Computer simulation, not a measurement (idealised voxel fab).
The process module presented herein is designated voxel air gaps.
We display cut, a cross-section 255 nm in width whose square cells are each 5 nm.
How to read a cross-section here: the picture is a grid of square cells, written as bands going from the top down, and any band can span one or more rows of cells.
Read a band's entry like this: the first values are the height of its top and the height of its bottom in nm, and what follows is the sequence of materials from left to right, each with its width in nm. Note that "blank" is empty space, and that a single material marked "everywhere" reaches across the band from edge to edge.
Where do heights start? At 0: under that level the wafer as delivered is made of one material only. And the lowest band has no floor; it just carries on downward, as in "0 -> down".
Per-row width for "30 to 40": begins at first number (top row of band), ends at second number (bottom row), increment between rows held constant.
When a step is marked "no change", none of the cells in the cross-section changed during that step.
"Closed void entries": sealed empty spaces, 8 cells or more, no open way to top, listed width x height at distance, with distance from the left edge and width, height and distance in nm.
Heads up: the bit after the settings on a step's line is the simulator's remark on that step.
"overlay nm" on a masked step: distance the mask lay right of its planned place, negative for left.
Reading key. Pairs: pre-step and post-step cross-section, one process step apart; post-step view only to lowest changed band. Step between + settings: beneath pair. Runs: pairs may be from different runs of this module, same starting wafer. Continuation from pair above: only where "Before this step" entry says.

**Before this step**
0 -> down: Si everywhere
Closed void entries: none

**Post-Process View**
15 -> 0: SiO2 everywhere
Below 0, the layers are the same as they were.
Closed void entries: none
Step sandwiched between the two cross-sections above: CONFORMAL_DEP,material SiO2,thk nm 15

Before this step: this step begins from the cross-section that the pair just above shows after its step.

**Post-Process View**
20 -> 15: SiN everywhere
Below 15, the layers are the same as they were.
Closed void entries: none
Step sandwiched between the two cross-sections above: CONFORMAL_DEP,material SiN,thk nm 5

Before this step: this step begins from the cross-section that the pair just above shows after its step.

**Post-Process View**
55 -> 20: SiO2 everywhere
Below 20, the layers are the same as they were.
Closed void entries: none
Step sandwiched between the two cross-sections above: DIRECTIONAL_DEP,material SiO2,thk nm 35

Before this step: this step begins from the cross-section that the pair just above shows after its step.

**Post-Process View**
55 -> 20: SiO2 (50), blank (15), SiO2 (30), blank (15), SiO2 (30), blank (15), SiO2 (30), blank (15), SiO2 (55)
Below 20, the layers are the same as they were.
Closed void entries: none
Step sandwiched between the two cross-sections above: MASKED_ETCH,tone open,mask id LINES,width nm 15,pitch nm 45,etch materials SiO2,depth nm 35,overlay nm 0

Before this step: this step begins from the cross-section that the pair just above shows after its step.

**Post-Process View**
60 -> 55: TiN (55), blank (5), TiN (40), blank (5), TiN (40), blank (5), TiN (40), blank (5), TiN (60)
55 -> 25: SiO2 (50), TiN (5), blank (5), TiN (5), SiO2 (30), TiN (5), blank (5), TiN (5), SiO2 (30), TiN (5), blank (5), TiN (5), SiO2 (30), TiN (5), blank (5), TiN (5), SiO2 (55)
25 -> 20: SiO2 (50), TiN (15), SiO2 (30), TiN (15), SiO2 (30), TiN (15), SiO2 (30), TiN (15), SiO2 (55)
Below 20, the layers are the same as they were.
Closed void entries: none
Step sandwiched between the two cross-sections above: CONFORMAL_DEP,material TiN,thk nm 5

Before this step: this step begins from the cross-section that the pair just above shows after its step.

**Post-Process View**
70 -> 60: W everywhere
60 -> 55: TiN (55), W (5), TiN (40), W (5), TiN (40), W (5), TiN (40), W (5), TiN (60)
55 -> 25: SiO2 (50), TiN (5), W (5), TiN (5), SiO2 (30), TiN (5), W (5), TiN (5), SiO2 (30), TiN (5), W (5), TiN (5), SiO2 (30), TiN (5), W (5), TiN (5), SiO2 (55)
Below 25, the layers are the same as they were.
Closed void entries: none
Step sandwiched between the two cross-sections above: FILL_DEP,material W,thk nm 10

Before this step: this step begins from the cross-section that the pair just above shows after its step.

**Post-Process View**
55 -> 25: SiO2 (50), TiN (5), W (5), TiN (5), SiO2 (30), TiN (5), W (5), TiN (5), SiO2 (30), TiN (5), W (5), TiN (5), SiO2 (30), TiN (5), W (5), TiN (5), SiO2 (55)
Below 25, the layers are the same as they were.
Closed void entries: none
Step sandwiched between the two cross-sections above: CMP,height nm 55

Before this step: this step begins from the cross-section that the pair just above shows after its step.

**Post-Process View**
65 -> 55: blank (40), Ru (35), blank (10), Ru (35), blank (10), Ru (35), blank (10), Ru (35), blank (45)
Below 55, the layers are the same as they were.
Closed void entries: none
Step sandwiched between the two cross-sections above: EPI,material Ru,thk nm 10

Before this step: this step begins from the cross-section that the pair just above shows after its step.

**Post-Process View**
65 -> 55: blank (40), Ru (35), blank (10), Ru (35), blank (10), Ru (35), blank (10), Ru (35), blank (45)
55 -> 25: blank (50), TiN (5), W (5), TiN (5), blank (30), TiN (5), W (5), TiN (5), blank (30), TiN (5), W (5), TiN (5), blank (30), TiN (5), W (5), TiN (5), blank (55)
25 -> 20: blank (50), TiN (15), blank (30), TiN (15), blank (30), TiN (15), blank (30), TiN (15), blank (55)
Below 20, the layers are the same as they were.
Closed void entries: none
Step sandwiched between the two cross-sections above: SELECTIVE_ETCH,etch materials SiO2,depth nm 45

Before this step: this step begins from the cross-section that the pair just above shows after its step.

**Post-Process View**
70 -> 65: blank (35), SiN (180), blank (40)
65 -> 55: blank (35), SiN (5), Ru (35), SiN (10), Ru (35), SiN (10), Ru (35), SiN (10), Ru (35), SiN (5), blank (40)
55 -> 50: blank (35), SiN (15), TiN (5), W (5), TiN (5), SiN (30), TiN (5), W (5), TiN (5), SiN (30), TiN (5), W (5), TiN (5), SiN (30), TiN (5), W (5), TiN (5), SiN (15), blank (40)
50 -> 25: blank (45), SiN (5), TiN (5), W (5), TiN (5), SiN (5), blank (20), SiN (5), TiN (5), W (5), TiN (5), SiN (5), blank (20), SiN (5), TiN (5), W (5), TiN (5), SiN (5), blank (20), SiN (5), TiN (5), W (5), TiN (5), SiN (5), blank (50)
25 -> 20: SiN (50), TiN (15), SiN (30), TiN (15), SiN (30), TiN (15), SiN (30), TiN (15), SiN (55)
Below 20, the layers are the same as they were.
Closed void entries: 20 x 25 at 70; 20 x 25 at 115; 20 x 25 at 160
Step sandwiched between the two cross-sections above: CONFORMAL_DEP,material SiN,thk nm 5

**Before this step**
0 -> down: Si everywhere
Closed void entries: none

**Post-Process View**
5 -> 0: SiN everywhere
Below 0, the layers are the same as they were.
Closed void entries: none
Step sandwiched between the two cross-sections above: CONFORMAL_DEP,material SiN,thk nm 5

Before this step: this step begins from the cross-section that the pair just above shows after its step.

**Post-Process View**
40 -> 5: SiO2 everywhere
Below 5, the layers are the same as they were.
Closed void entries: none
Step sandwiched between the two cross-sections above: DIRECTIONAL_DEP,material SiO2,thk nm 35

Before this step: this step begins from the cross-section that the pair just above shows after its step.

**Post-Process View**
40 -> 5: SiO2 (50), blank (15), SiO2 (30), blank (15), SiO2 (30), blank (15), SiO2 (30), blank (15), SiO2 (55)
Below 5, the layers are the same as they were.
Closed void entries: none
Step sandwiched between the two cross-sections above: MASKED_ETCH,tone open,mask id LINES,width nm 15,pitch nm 45,etch materials SiO2,depth nm 35,overlay nm 0

Before this step: this step begins from the cross-section that the pair just above shows after its step.

**Post-Process View**
45 -> 40: TiN (55), blank (5), TiN (40), blank (5), TiN (40), blank (5), TiN (40), blank (5), TiN (60)
40 -> 10: SiO2 (50), TiN (5), blank (5), TiN (5), SiO2 (30), TiN (5), blank (5), TiN (5), SiO2 (30), TiN (5), blank (5), TiN (5), SiO2 (30), TiN (5), blank (5), TiN (5), SiO2 (55)
10 -> 5: SiO2 (50), TiN (15), SiO2 (30), TiN (15), SiO2 (30), TiN (15), SiO2 (30), TiN (15), SiO2 (55)
Below 5, the layers are the same as they were.
Closed void entries: none
Step sandwiched between the two cross-sections above: CONFORMAL_DEP,material TiN,thk nm 5

Before this step: this step begins from the cross-section that the pair just above shows after its step.

**Post-Process View**
55 -> 45: W everywhere
45 -> 40: TiN (55), W (5), TiN (40), W (5), TiN (40), W (5), TiN (40), W (5), TiN (60)
40 -> 10: SiO2 (50), TiN (5), W (5), TiN (5), SiO2 (30), TiN (5), W (5), TiN (5), SiO2 (30), TiN (5), W (5), TiN (5), SiO2 (30), TiN (5), W (5), TiN (5), SiO2 (55)
Below 10, the layers are the same as they were.
Closed void entries: none
Step sandwiched between the two cross-sections above: FILL_DEP,material W,thk nm 10

Before this step: this step begins from the cross-section that the pair just above shows after its step.

**Post-Process View**
65 -> 55: Ru everywhere
Below 55, the layers are the same as they were.
Closed void entries: none
Step sandwiched between the two cross-sections above: EPI,material Ru,thk nm 10

Before this step: this step begins from the cross-section that the pair just above shows after its step.

**Post-Process View**
70 -> 65: SiN everywhere
Below 65, the layers are the same as they were.
Closed void entries: none
Step sandwiched between the two cross-sections above: CONFORMAL_DEP,material SiN,thk nm 5

**Before this step**
65 -> 55: blank (40), Ru (35), blank (10), Ru (35), blank (10), Ru (35), blank (10), Ru (35), blank (45)
55 -> 25: SiO2 (50), TiN (5), W (5), TiN (5), SiO2 (30), TiN (5), W (5), TiN (5), SiO2 (30), TiN (5), W (5), TiN (5), SiO2 (30), TiN (5), W (5), TiN (5), SiO2 (55)
25 -> 20: SiO2 (50), TiN (15), SiO2 (30), TiN (15), SiO2 (30), TiN (15), SiO2 (30), TiN (15), SiO2 (55)
20 -> 15: SiN everywhere
15 -> 0: SiO2 everywhere
0 -> down: Si everywhere
Closed void entries: none

**Post-Process View**
75 -> 55: blank (30), Ru (190), blank (35)
Below 55, the layers are the same as they were.
Closed void entries: none
Step sandwiched between the two cross-sections above: EPI,material Ru,thk nm 10

Before this step: this step begins from the cross-section that the pair just above shows after its step.

**Post-Process View**
75 -> 55: blank (30), Ru (190), blank (35)
55 -> 25: blank (50), TiN (5), W (5), TiN (5), SiO2 (30), TiN (5), W (5), TiN (5), SiO2 (30), TiN (5), W (5), TiN (5), SiO2 (30), TiN (5), W (5), TiN (5), blank (55)
25 -> 20: blank (50), TiN (15), SiO2 (30), TiN (15), SiO2 (30), TiN (15), SiO2 (30), TiN (15), blank (55)
Below 20, the layers are the same as they were.
Closed void entries: none
Step sandwiched between the two cross-sections above: SELECTIVE_ETCH,etch materials SiO2,depth nm 45

Before this step: this step begins from the cross-section that the pair just above shows after its step.

**Post-Process View**
80 -> 75: blank (25), SiN (200), blank (30)
75 -> 55: blank (25), SiN (5), Ru (190), SiN (5), blank (30)
55 -> 50: blank (25), SiN (25), TiN (5), W (5), TiN (5), SiO2 (30), TiN (5), W (5), TiN (5), SiO2 (30), TiN (5), W (5), TiN (5), SiO2 (30), TiN (5), W (5), TiN (5), SiN (25), blank (30)
50 -> 25: blank (45), SiN (5), TiN (5), W (5), TiN (5), SiO2 (30), TiN (5), W (5), TiN (5), SiO2 (30), TiN (5), W (5), TiN (5), SiO2 (30), TiN (5), W (5), TiN (5), SiN (5), blank (50)
25 -> 20: SiN (50), TiN (15), SiO2 (30), TiN (15), SiO2 (30), TiN (15), SiO2 (30), TiN (15), SiN (55)
Below 20, the layers are the same as they were.
Closed void entries: none
Step sandwiched between the two cross-sections above: CONFORMAL_DEP,material SiN,thk nm 5

**Before this step**
15 -> 0: SiO2 everywhere
0 -> down: Si everywhere
Closed void entries: none

**Post-Process View**
50 -> 0: SiO2 everywhere
Below 0, the layers are the same as they were.
Closed void entries: none
Step sandwiched between the two cross-sections above: DIRECTIONAL_DEP,material SiO2,thk nm 35

Before this step: this step begins from the cross-section that the pair just above shows after its step.

**Post-Process View**
55 -> 50: SiN everywhere
Below 50, the layers are the same as they were.
Closed void entries: none
Step sandwiched between the two cross-sections above: CONFORMAL_DEP,material SiN,thk nm 5

Before this step: this step begins from the cross-section that the pair just above shows after its step.

**Post-Process View**
60 -> 55: TiN everywhere
Below 55, the layers are the same as they were.
Closed void entries: none
Step sandwiched between the two cross-sections above: CONFORMAL_DEP,material TiN,thk nm 5

Before this step: this step begins from the cross-section that the pair just above shows after its step.

**Post-Process View**
70 -> 60: W everywhere
Below 60, the layers are the same as they were.
Closed void entries: none
Step sandwiched between the two cross-sections above: FILL_DEP,material W,thk nm 10

Before this step: this step begins from the cross-section that the pair just above shows after its step.

**Post-Process View**
55 -> 50: SiN everywhere
Below 50, the layers are the same as they were.
Closed void entries: none
Step sandwiched between the two cross-sections above: CMP,height nm 55

Before this step: this step begins from the cross-section that the pair just above shows after its step.

**Post-Process View**
60 -> 50: SiN everywhere
Below 50, the layers are the same as they were.
Closed void entries: none
Step sandwiched between the two cross-sections above: CONFORMAL_DEP,material SiN,thk nm 5

**Before this step**
15 -> 0: SiO2 everywhere
0 -> down: Si everywhere
Closed void entries: none

**Post-Process View**
30 -> 15: SiN everywhere
Below 15, the layers are the same as they were.
Closed void entries: none
Step sandwiched between the two cross-sections above: CONFORMAL_DEP,material SiN,thk nm 15

Before this step: this step begins from the cross-section that the pair just above shows after its step.

**Post-Process View**
65 -> 30: SiO2 everywhere
Below 30, the layers are the same as they were.
Closed void entries: none
Step sandwiched between the two cross-sections above: DIRECTIONAL_DEP,material SiO2,thk nm 35

Before this step: this step begins from the cross-section that the pair just above shows after its step.

**Post-Process View**
65 -> 30: SiO2 (50), blank (15), SiO2 (30), blank (15), SiO2 (30), blank (15), SiO2 (30), blank (15), SiO2 (55)
Below 30, the layers are the same as they were.
Closed void entries: none
Step sandwiched between the two cross-sections above: MASKED_ETCH,tone open,mask id LINES,width nm 15,pitch nm 45,etch materials SiO2,depth nm 35,overlay nm 0

Before this step: this step begins from the cross-section that the pair just above shows after its step.

**Post-Process View**
70 -> 65: TiN (55), blank (5), TiN (40), blank (5), TiN (40), blank (5), TiN (40), blank (5), TiN (60)
65 -> 35: SiO2 (50), TiN (5), blank (5), TiN (5), SiO2 (30), TiN (5), blank (5), TiN (5), SiO2 (30), TiN (5), blank (5), TiN (5), SiO2 (30), TiN (5), blank (5), TiN (5), SiO2 (55)
35 -> 30: SiO2 (50), TiN (15), SiO2 (30), TiN (15), SiO2 (30), TiN (15), SiO2 (30), TiN (15), SiO2 (55)
Below 30, the layers are the same as they were.
Closed void entries: none
Step sandwiched between the two cross-sections above: CONFORMAL_DEP,material TiN,thk nm 5

Before this step: this step begins from the cross-section that the pair just above shows after its step.

**Post-Process View**
80 -> 70: W everywhere
70 -> 65: TiN (55), W (5), TiN (40), W (5), TiN (40), W (5), TiN (40), W (5), TiN (60)
65 -> 35: SiO2 (50), TiN (5), W (5), TiN (5), SiO2 (30), TiN (5), W (5), TiN (5), SiO2 (30), TiN (5), W (5), TiN (5), SiO2 (30), TiN (5), W (5), TiN (5), SiO2 (55)
Below 35, the layers are the same as they were.
Closed void entries: none
Step sandwiched between the two cross-sections above: FILL_DEP,material W,thk nm 10

Before this step: this step begins from the cross-section that the pair just above shows after its step.

**Post-Process View**
55 -> 35: SiO2 (50), TiN (5), W (5), TiN (5), SiO2 (30), TiN (5), W (5), TiN (5), SiO2 (30), TiN (5), W (5), TiN (5), SiO2 (30), TiN (5), W (5), TiN (5), SiO2 (55)
Below 35, the layers are the same as they were.
Closed void entries: none
Step sandwiched between the two cross-sections above: CMP,height nm 55

Before this step: this step begins from the cross-section that the pair just above shows after its step.

**Post-Process View**
65 -> 55: blank (40), Ru (35), blank (10), Ru (35), blank (10), Ru (35), blank (10), Ru (35), blank (45)
Below 55, the layers are the same as they were.
Closed void entries: none
Step sandwiched between the two cross-sections above: EPI,material Ru,thk nm 10

Before this step: this step begins from the cross-section that the pair just above shows after its step.

**Post-Process View**
65 -> 55: blank (40), Ru (35), blank (10), Ru (35), blank (10), Ru (35), blank (10), Ru (35), blank (45)
55 -> 35: blank (50), TiN (5), W (5), TiN (5), blank (30), TiN (5), W (5), TiN (5), blank (30), TiN (5), W (5), TiN (5), blank (30), TiN (5), W (5), TiN (5), blank (55)
35 -> 30: blank (50), TiN (15), blank (30), TiN (15), blank (30), TiN (15), blank (30), TiN (15), blank (55)
Below 30, the layers are the same as they were.
Closed void entries: none
Step sandwiched between the two cross-sections above: SELECTIVE_ETCH,etch materials SiO2,depth nm 45

Before this step: this step begins from the cross-section that the pair just above shows after its step.

**Post-Process View**
70 -> 65: blank (35), SiN (180), blank (40)
65 -> 55: blank (35), SiN (5), Ru (35), SiN (10), Ru (35), SiN (10), Ru (35), SiN (10), Ru (35), SiN (5), blank (40)
55 -> 50: blank (35), SiN (15), TiN (5), W (5), TiN (5), SiN (30), TiN (5), W (5), TiN (5), SiN (30), TiN (5), W (5), TiN (5), SiN (30), TiN (5), W (5), TiN (5), SiN (15), blank (40)
50 -> 35: blank (45), SiN (5), TiN (5), W (5), TiN (5), SiN (5), blank (20), SiN (5), TiN (5), W (5), TiN (5), SiN (5), blank (20), SiN (5), TiN (5), W (5), TiN (5), SiN (5), blank (20), SiN (5), TiN (5), W (5), TiN (5), SiN (5), blank (50)
35 -> 30: SiN (50), TiN (15), SiN (30), TiN (15), SiN (30), TiN (15), SiN (30), TiN (15), SiN (55)
Below 30, the layers are the same as they were.
Closed void entries: 20 x 15 at 70; 20 x 15 at 115; 20 x 15 at 160
Step sandwiched between the two cross-sections above: CONFORMAL_DEP,material SiN,thk nm 5

**Before this step**
55 -> 20: SiO2 everywhere
20 -> 15: SiN everywhere
15 -> 0: SiO2 everywhere
0 -> down: Si everywhere
Closed void entries: none

**Post-Process View**
55 -> 20: SiO2 (50), blank (20), SiO2 (25), blank (20), SiO2 (25), blank (20), SiO2 (25), blank (20), SiO2 (50)
Below 20, the layers are the same as they were.
Closed void entries: none
Step sandwiched between the two cross-sections above: MASKED_ETCH,tone open,mask id LINES,width nm 20,pitch nm 45,etch materials SiO2,depth nm 35,overlay nm 0

Before this step: this step begins from the cross-section that the pair just above shows after its step.

**Post-Process View**
60 -> 55: TiN (55), blank (10), TiN (35), blank (10), TiN (35), blank (10), TiN (35), blank (10), TiN (55)
55 -> 25: SiO2 (50), TiN (5), blank (10), TiN (5), SiO2 (25), TiN (5), blank (10), TiN (5), SiO2 (25), TiN (5), blank (10), TiN (5), SiO2 (25), TiN (5), blank (10), TiN (5), SiO2 (50)
25 -> 20: SiO2 (50), TiN (20), SiO2 (25), TiN (20), SiO2 (25), TiN (20), SiO2 (25), TiN (20), SiO2 (50)
Below 20, the layers are the same as they were.
Closed void entries: none
Step sandwiched between the two cross-sections above: CONFORMAL_DEP,material TiN,thk nm 5

Before this step: this step begins from the cross-section that the pair just above shows after its step.

**Post-Process View**
70 -> 60: W everywhere
60 -> 55: TiN (55), W (10), TiN (35), W (10), TiN (35), W (10), TiN (35), W (10), TiN (55)
55 -> 25: SiO2 (50), TiN (5), W (10), TiN (5), SiO2 (25), TiN (5), W (10), TiN (5), SiO2 (25), TiN (5), W (10), TiN (5), SiO2 (25), TiN (5), W (10), TiN (5), SiO2 (50)
Below 25, the layers are the same as they were.
Closed void entries: none
Step sandwiched between the two cross-sections above: FILL_DEP,material W,thk nm 10

Before this step: this step begins from the cross-section that the pair just above shows after its step.

**Post-Process View**
55 -> 25: SiO2 (50), TiN (5), W (10), TiN (5), SiO2 (25), TiN (5), W (10), TiN (5), SiO2 (25), TiN (5), W (10), TiN (5), SiO2 (25), TiN (5), W (10), TiN (5), SiO2 (50)
Below 25, the layers are the same as they were.
Closed void entries: none
Step sandwiched between the two cross-sections above: CMP,height nm 55

Before this step: this step begins from the cross-section that the pair just above shows after its step.

**Post-Process View**
65 -> 55: blank (40), Ru (40), blank (5), Ru (40), blank (5), Ru (40), blank (5), Ru (40), blank (40)
Below 55, the layers are the same as they were.
Closed void entries: none
Step sandwiched between the two cross-sections above: EPI,material Ru,thk nm 10

Before this step: this step begins from the cross-section that the pair just above shows after its step.

**Post-Process View**
65 -> 55: blank (40), Ru (40), blank (5), Ru (40), blank (5), Ru (40), blank (5), Ru (40), blank (40)
55 -> 25: blank (50), TiN (5), W (10), TiN (5), blank (25), TiN (5), W (10), TiN (5), blank (25), TiN (5), W (10), TiN (5), blank (25), TiN (5), W (10), TiN (5), blank (50)
25 -> 20: blank (50), TiN (20), blank (25), TiN (20), blank (25), TiN (20), blank (25), TiN (20), blank (50)
Below 20, the layers are the same as they were.
Closed void entries: none
Step sandwiched between the two cross-sections above: SELECTIVE_ETCH,etch materials SiO2,depth nm 45

Before this step: this step begins from the cross-section that the pair just above shows after its step.

**Post-Process View**
70 -> 65: blank (35), SiN (185), blank (35)
65 -> 55: blank (35), SiN (5), Ru (40), SiN (5), Ru (40), SiN (5), Ru (40), SiN (5), Ru (40), SiN (5), blank (35)
55 -> 50: blank (35), SiN (15), TiN (5), W (10), TiN (5), SiN (25), TiN (5), W (10), TiN (5), SiN (25), TiN (5), W (10), TiN (5), SiN (25), TiN (5), W (10), TiN (5), SiN (15), blank (35)
50 -> 25: blank (45), SiN (5), TiN (5), W (10), TiN (5), SiN (5), blank (15), SiN (5), TiN (5), W (10), TiN (5), SiN (5), blank (15), SiN (5), TiN (5), W (10), TiN (5), SiN (5), blank (15), SiN (5), TiN (5), W (10), TiN (5), SiN (5), blank (45)
25 -> 20: SiN (50), TiN (20), SiN (25), TiN (20), SiN (25), TiN (20), SiN (25), TiN (20), SiN (50)
Below 20, the layers are the same as they were.
Closed void entries: 15 x 25 at 75; 15 x 25 at 120; 15 x 25 at 165
Step sandwiched between the two cross-sections above: CONFORMAL_DEP,material SiN,thk nm 5

**Before this step**
55 -> 20: SiO2 everywhere
20 -> 15: SiN everywhere
15 -> 0: SiO2 everywhere
0 -> down: Si everywhere
Closed void entries: none

**Post-Process View**
55 -> 20: SiO2 (60), blank (15), SiO2 (30), blank (15), SiO2 (30), blank (15), SiO2 (30), blank (15), SiO2 (45)
Below 20, the layers are the same as they were.
Closed void entries: none
Step sandwiched between the two cross-sections above: MASKED_ETCH,tone open,mask id LINES,width nm 15,pitch nm 45,etch materials SiO2,depth nm 35,overlay nm 10

Before this step: this step begins from the cross-section that the pair just above shows after its step.

**Post-Process View**
60 -> 55: TiN (65), blank (5), TiN (40), blank (5), TiN (40), blank (5), TiN (40), blank (5), TiN (50)
55 -> 25: SiO2 (60), TiN (5), blank (5), TiN (5), SiO2 (30), TiN (5), blank (5), TiN (5), SiO2 (30), TiN (5), blank (5), TiN (5), SiO2 (30), TiN (5), blank (5), TiN (5), SiO2 (45)
25 -> 20: SiO2 (60), TiN (15), SiO2 (30), TiN (15), SiO2 (30), TiN (15), SiO2 (30), TiN (15), SiO2 (45)
Below 20, the layers are the same as they were.
Closed void entries: none
Step sandwiched between the two cross-sections above: CONFORMAL_DEP,material TiN,thk nm 5

Before this step: this step begins from the cross-section that the pair just above shows after its step.

**Post-Process View**
70 -> 60: W everywhere
60 -> 55: TiN (65), W (5), TiN (40), W (5), TiN (40), W (5), TiN (40), W (5), TiN (50)
55 -> 25: SiO2 (60), TiN (5), W (5), TiN (5), SiO2 (30), TiN (5), W (5), TiN (5), SiO2 (30), TiN (5), W (5), TiN (5), SiO2 (30), TiN (5), W (5), TiN (5), SiO2 (45)
Below 25, the layers are the same as they were.
Closed void entries: none
Step sandwiched between the two cross-sections above: FILL_DEP,material W,thk nm 10

Before this step: this step begins from the cross-section that the pair just above shows after its step.

**Post-Process View**
55 -> 25: SiO2 (60), TiN (5), W (5), TiN (5), SiO2 (30), TiN (5), W (5), TiN (5), SiO2 (30), TiN (5), W (5), TiN (5), SiO2 (30), TiN (5), W (5), TiN (5), SiO2 (45)
Below 25, the layers are the same as they were.
Closed void entries: none
Step sandwiched between the two cross-sections above: CMP,height nm 55

Before this step: this step begins from the cross-section that the pair just above shows after its step.

**Post-Process View**
65 -> 55: blank (50), Ru (35), blank (10), Ru (35), blank (10), Ru (35), blank (10), Ru (35), blank (35)
Below 55, the layers are the same as they were.
Closed void entries: none
Step sandwiched between the two cross-sections above: EPI,material Ru,thk nm 10

Before this step: this step begins from the cross-section that the pair just above shows after its step.

**Post-Process View**
65 -> 55: blank (50), Ru (35), blank (10), Ru (35), blank (10), Ru (35), blank (10), Ru (35), blank (35)
55 -> 25: blank (60), TiN (5), W (5), TiN (5), blank (30), TiN (5), W (5), TiN (5), blank (30), TiN (5), W (5), TiN (5), blank (30), TiN (5), W (5), TiN (5), blank (45)
25 -> 20: blank (60), TiN (15), blank (30), TiN (15), blank (30), TiN (15), blank (30), TiN (15), blank (45)
Below 20, the layers are the same as they were.
Closed void entries: none
Step sandwiched between the two cross-sections above: SELECTIVE_ETCH,etch materials SiO2,depth nm 45

Before this step: this step begins from the cross-section that the pair just above shows after its step.

**Post-Process View**
70 -> 65: blank (45), SiN (180), blank (30)
65 -> 55: blank (45), SiN (5), Ru (35), SiN (10), Ru (35), SiN (10), Ru (35), SiN (10), Ru (35), SiN (5), blank (30)
55 -> 50: blank (45), SiN (15), TiN (5), W (5), TiN (5), SiN (30), TiN (5), W (5), TiN (5), SiN (30), TiN (5), W (5), TiN (5), SiN (30), TiN (5), W (5), TiN (5), SiN (15), blank (30)
50 -> 25: blank (55), SiN (5), TiN (5), W (5), TiN (5), SiN (5), blank (20), SiN (5), TiN (5), W (5), TiN (5), SiN (5), blank (20), SiN (5), TiN (5), W (5), TiN (5), SiN (5), blank (20), SiN (5), TiN (5), W (5), TiN (5), SiN (5), blank (40)
25 -> 20: SiN (60), TiN (15), SiN (30), TiN (15), SiN (30), TiN (15), SiN (30), TiN (15), SiN (45)
Below 20, the layers are the same as they were.
Closed void entries: 20 x 25 at 80; 20 x 25 at 125; 20 x 25 at 170
Step sandwiched between the two cross-sections above: CONFORMAL_DEP,material SiN,thk nm 5

**Before this step**
65 -> 55: blank (40), Ru (35), blank (10), Ru (35), blank (10), Ru (35), blank (10), Ru (35), blank (45)
55 -> 25: blank (50), TiN (5), W (5), TiN (5), blank (30), TiN (5), W (5), TiN (5), blank (30), TiN (5), W (5), TiN (5), blank (30), TiN (5), W (5), TiN (5), blank (55)
25 -> 20: blank (50), TiN (15), blank (30), TiN (15), blank (30), TiN (15), blank (30), TiN (15), blank (55)
20 -> 15: SiN everywhere
15 -> 0: SiO2 everywhere
0 -> down: Si everywhere
Closed void entries: none

**Post-Process View**
70 -> 55: blank (35), Ru (180), blank (40)
55 -> 50: blank (35), Ru (15), TiN (5), W (5), TiN (5), Ru (30), TiN (5), W (5), TiN (5), Ru (30), TiN (5), W (5), TiN (5), Ru (30), TiN (5), W (5), TiN (5), Ru (15), blank (40)
50 -> 25: blank (45), Ru (5), TiN (5), W (5), TiN (5), Ru (5), blank (20), Ru (5), TiN (5), W (5), TiN (5), Ru (5), blank (20), Ru (5), TiN (5), W (5), TiN (5), Ru (5), blank (20), Ru (5), TiN (5), W (5), TiN (5), Ru (5), blank (50)
25 -> 20: Ru (50), TiN (15), Ru (30), TiN (15), Ru (30), TiN (15), Ru (30), TiN (15), Ru (55)
Below 20, the layers are the same as they were.
Closed void entries: 20 x 25 at 70; 20 x 25 at 115; 20 x 25 at 160
Step sandwiched between the two cross-sections above: CONFORMAL_DEP,material Ru,thk nm 5

**Before this step**
55 -> 20: SiO2 everywhere
20 -> 15: SiN everywhere
15 -> 0: SiO2 everywhere
0 -> down: Si everywhere
Closed void entries: none

**Post-Process View**
55 -> 20: blank (50), SiO2 (15), blank (30), SiO2 (15), blank (30), SiO2 (15), blank (30), SiO2 (15), blank (55)
Below 20, the layers are the same as they were.
Closed void entries: none
Step sandwiched between the two cross-sections above: MASKED_ETCH,tone cover,mask id LINES,width nm 15,pitch nm 45,etch materials SiO2,depth nm 35,overlay nm 0

Before this step: this step begins from the cross-section that the pair just above shows after its step.

**Post-Process View**
60 -> 55: blank (45), TiN (25), blank (20), TiN (25), blank (20), TiN (25), blank (20), TiN (25), blank (50)
55 -> 25: blank (45), TiN (5), SiO2 (15), TiN (5), blank (20), TiN (5), SiO2 (15), TiN (5), blank (20), TiN (5), SiO2 (15), TiN (5), blank (20), TiN (5), SiO2 (15), TiN (5), blank (50)
25 -> 20: TiN (50), SiO2 (15), TiN (30), SiO2 (15), TiN (30), SiO2 (15), TiN (30), SiO2 (15), TiN (55)
Below 20, the layers are the same as they were.
Closed void entries: none
Step sandwiched between the two cross-sections above: CONFORMAL_DEP,material TiN,thk nm 5

Before this step: this step begins from the cross-section that the pair just above shows after its step.

**Post-Process View**
70 -> 60: W everywhere
60 -> 55: W (45), TiN (25), W (20), TiN (25), W (20), TiN (25), W (20), TiN (25), W (50)
55 -> 25: W (45), TiN (5), SiO2 (15), TiN (5), W (20), TiN (5), SiO2 (15), TiN (5), W (20), TiN (5), SiO2 (15), TiN (5), W (20), TiN (5), SiO2 (15), TiN (5), W (50)
Below 25, the layers are the same as they were.
Closed void entries: none
Step sandwiched between the two cross-sections above: FILL_DEP,material W,thk nm 10

Before this step: this step begins from the cross-section that the pair just above shows after its step.

**Post-Process View**
55 -> 25: W (45), TiN (5), SiO2 (15), TiN (5), W (20), TiN (5), SiO2 (15), TiN (5), W (20), TiN (5), SiO2 (15), TiN (5), W (20), TiN (5), SiO2 (15), TiN (5), W (50)
Below 25, the layers are the same as they were.
Closed void entries: none
Step sandwiched between the two cross-sections above: CMP,height nm 55

Before this step: this step begins from the cross-section that the pair just above shows after its step.

**Post-Process View**
65 -> 55: Ru everywhere
Below 55, the layers are the same as they were.
Closed void entries: none
Step sandwiched between the two cross-sections above: EPI,material Ru,thk nm 10

Before this step: this step begins from the cross-section that the pair just above shows after its step.

**Post-Process View**
70 -> 65: SiN everywhere
Below 65, the layers are the same as they were.
Closed void entries: none
Step sandwiched between the two cross-sections above: CONFORMAL_DEP,material SiN,thk nm 5
